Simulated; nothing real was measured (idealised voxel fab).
The name of this process module is voxel transistor to metal.
Pictured: cross-section cut, 205 nm wide, on a grid of 5 nm square cells.
A cross-section is written here as square cells arranged in a grid, and it is given in bands from the top down, each band taking up one or more rows of cells.
Quick guide to a band line: top height, bottom height (nm) up front; then every material left to right with its width in nm. Only one material and it's marked "throughout"? Then it fills the band edge to edge. And "empty" just means empty space.
It should be noted that heights are counted from 0, beneath which the wafer as supplied is of one material throughout, and that the lowest band possesses no lower boundary but continues downward, as written in "0 nm and below".
Width "30..40": first value at the band's top row of cells, second value at its bottom row, equal change from row to row.
Take "same as before" at face value: in the step it is given for, the cross-section changed in none of its cells.
In the "Enclosed void listing" entry, you get each enclosed empty space of 8 cells or more, one with no open way to the top, written width x height at distance, distance from the left edge, in nm.
Formally, on a step line, whatever follows the settings is a remark that the simulator itself makes on the step.
overlay nm: mask offset rightward from planned place, masked step; negative means leftward offset.

## These are the steps we planned for the process
1) RECEIVE: material Si
2) CONFORMAL_DEP: material SiO2, thk nm 5
3) CONFORMAL_DEP: material SiN, thk nm 15
4) PATTERN: tone cover, mask id ACTIVE, material resist, width nm 105, thk nm 20, overlay nm 0
5) DIRECTIONAL_ETCH: etch materials SiN, depth nm 15
6) DIRECTIONAL_ETCH: etch materials SiO2, depth nm 5
7) DIRECTIONAL_ETCH: etch materials Si, depth nm 20
8) STRIP: etch materials resist
9) FILL_DEP: material SiO2, thk nm 15
10) CMP: height nm 20
11) SELECTIVE_ETCH: etch materials SiO2, depth nm 10
12) STRIP: etch materials SiN
13) SELECTIVE_ETCH: etch materials SiO2, depth nm 5
14) OXIDIZE: depth nm 5
15) DIRECTIONAL_DEP: material polySi, thk nm 20
16) DIRECTIONAL_DEP: material SiCN, thk nm 15
17) PATTERN: tone cover, mask id GATE, material resist, width nm 25, thk nm 20, overlay nm 0
18) DIRECTIONAL_ETCH: etch materials SiCN, depth nm 25
19) DIRECTIONAL_ETCH: etch materials polySi, depth nm 30
20) STRIP: etch materials resist
21) CONFORMAL_DEP: material SiN, thk nm 10
22) DIRECTIONAL_ETCH: etch materials SiN, depth nm 10
23) DIRECTIONAL_ETCH: etch materials SiO2, depth nm 5
24) DIRECTIONAL_ETCH: etch materials Si, depth nm 15
25) EPI: material SiGe, thk nm 15
26) FILL_DEP: material SiO2, thk nm 5
27) CMP: height nm 35
28) DIRECTIONAL_DEP: material SiO2, thk nm 15
29) MASKED_ETCH: tone open, mask id CONTACT, width nm 15, pitch nm 80, etch materials SiO2, depth nm 40, overlay nm 0
30) CONFORMAL_DEP: material TiN, thk nm 5
31) FILL_DEP: material Ru, thk nm 5
32) CMP: height nm 50
33) CONFORMAL_DEP: material SiN, thk nm 5
34) DIRECTIONAL_DEP: material lowk, thk nm 15
35) DIRECTIONAL_DEP: material aC, thk nm 10
36) PATTERN: tone open, mask id METAL_1, material resist, width nm 15, pitch nm 80, thk nm 30, overlay nm 0
37) DIRECTIONAL_ETCH: etch materials aC, depth nm 10
38) STRIP: etch materials resist
39) DIRECTIONAL_ETCH: etch materials lowk, depth nm 15
40) DIRECTIONAL_ETCH: etch materials SiN, depth nm 5
41) STRIP: etch materials aC
42) CONFORMAL_DEP: material TiN, thk nm 5
43) FILL_DEP: material Cu, thk nm 10
44) CMP: height nm 70
45) CONFORMAL_DEP: material SiCN, thk nm 5
46) DIRECTIONAL_DEP: material lowk, thk nm 30
47) DIRECTIONAL_DEP: material aC, thk nm 15
48) PATTERN: tone open, mask id METAL_2, material resist, width nm 15, pitch nm 80, thk nm 30, overlay nm 0
49) DIRECTIONAL_ETCH: etch materials aC, depth nm 15
50) STRIP: etch materials resist
51) DIRECTIONAL_ETCH: etch materials lowk, depth nm 20
52) STRIP: etch materials aC
53) MASKED_ETCH: tone open, mask id METAL_2_HOLES, width nm 15, pitch nm 80, etch materials lowk, depth nm 10, overlay nm 0
54) MASKED_ETCH: tone open, mask id METAL_2_HOLES, width nm 15, pitch nm 80, etch materials SiCN, depth nm 5, overlay nm 0
55) CONFORMAL_DEP: material TiN, thk nm 5
56) FILL_DEP: material Cu, thk nm 10
57) CMP: height nm 105
58) CONFORMAL_DEP: material SiN, thk nm 5

## Cross-section of the wafer at receipt, which is the condition after step 1
    0 nm and below | Si throughout
    Enclosed void listing: none

## Cross-section at module end, one run error; start and plan unchanged from above
    110 nm to 105 nm | SiN throughout
    105 nm to 75 nm | 55 of lowk, 5 of TiN, 5 of Cu, 5 of TiN, 65 of lowk, 5 of TiN, 5 of Cu, 5 of TiN, 55 of lowk
    75 nm to 70 nm | 55 of SiCN, 15 of TiN, 65 of SiCN, 15 of TiN, 55 of SiCN
    70 nm to 55 nm | 55 of lowk, 5 of TiN, 5 of Cu, 5 of TiN, 65 of lowk, 5 of TiN, 5 of Cu, 5 of TiN, 55 of lowk
    55 nm to 50 nm | 55 of SiN, 15 of TiN, 65 of SiN, 15 of TiN, 55 of SiN
    50 nm to 35 nm | 55 of SiO2, 5 of TiN, 5 of Ru, 5 of TiN, 65 of SiO2, 5 of TiN, 5 of Ru, 5 of TiN, 55 of SiO2
    35 nm to 20 nm | 55 of SiO2, 5 of TiN, 5 of Ru, 5 of TiN, 10 of SiO2, 10 of SiN, 25 of SiCN, 10 of SiN, 10 of SiO2, 5 of TiN, 5 of Ru, 5 of TiN, 55 of SiO2
    20 nm to 15 nm | 55 of SiO2, 5 of TiN, 5 of Ru, 5 of TiN, 10 of SiO2, 10 of SiN, 25 of polySi, 10 of SiN, 10 of SiO2, 5 of TiN, 5 of Ru, 5 of TiN, 55 of SiO2
    15 nm to 10 nm | 55 of SiO2, 15 of TiN, 10 of SiO2, 10 of SiN, 25 of polySi, 10 of SiN, 10 of SiO2, 15 of TiN, 55 of SiO2
    10 nm to 5 nm | 45 of SiO2, 35 of SiGe, 10 of SiN, 25 of polySi, 10 of SiN, 35 of SiGe, 45 of SiO2
    5 nm to 0 nm | 40 of SiO2, 10 of SiN, 30 of SiGe, 10 of SiN, 25 of polySi, 10 of SiN, 30 of SiGe, 10 of SiN, 40 of SiO2
    0 nm to -5 nm | 50 of SiO2, 30 of SiGe, 45 of SiO2, 30 of SiGe, 50 of SiO2
    -5 nm to -20 nm | 45 of SiO2, 5 of Si, 30 of SiGe, 45 of Si, 30 of SiGe, 5 of Si, 45 of SiO2
    -20 nm and below | Si throughout
    Enclosed void listing: none
Misprocessing identified: step 4 was not run as planned; what actually ran was PATTERN: tone cover, mask id ACTIVE, material resist, width nm 115, thk nm 20, overlay nm 0
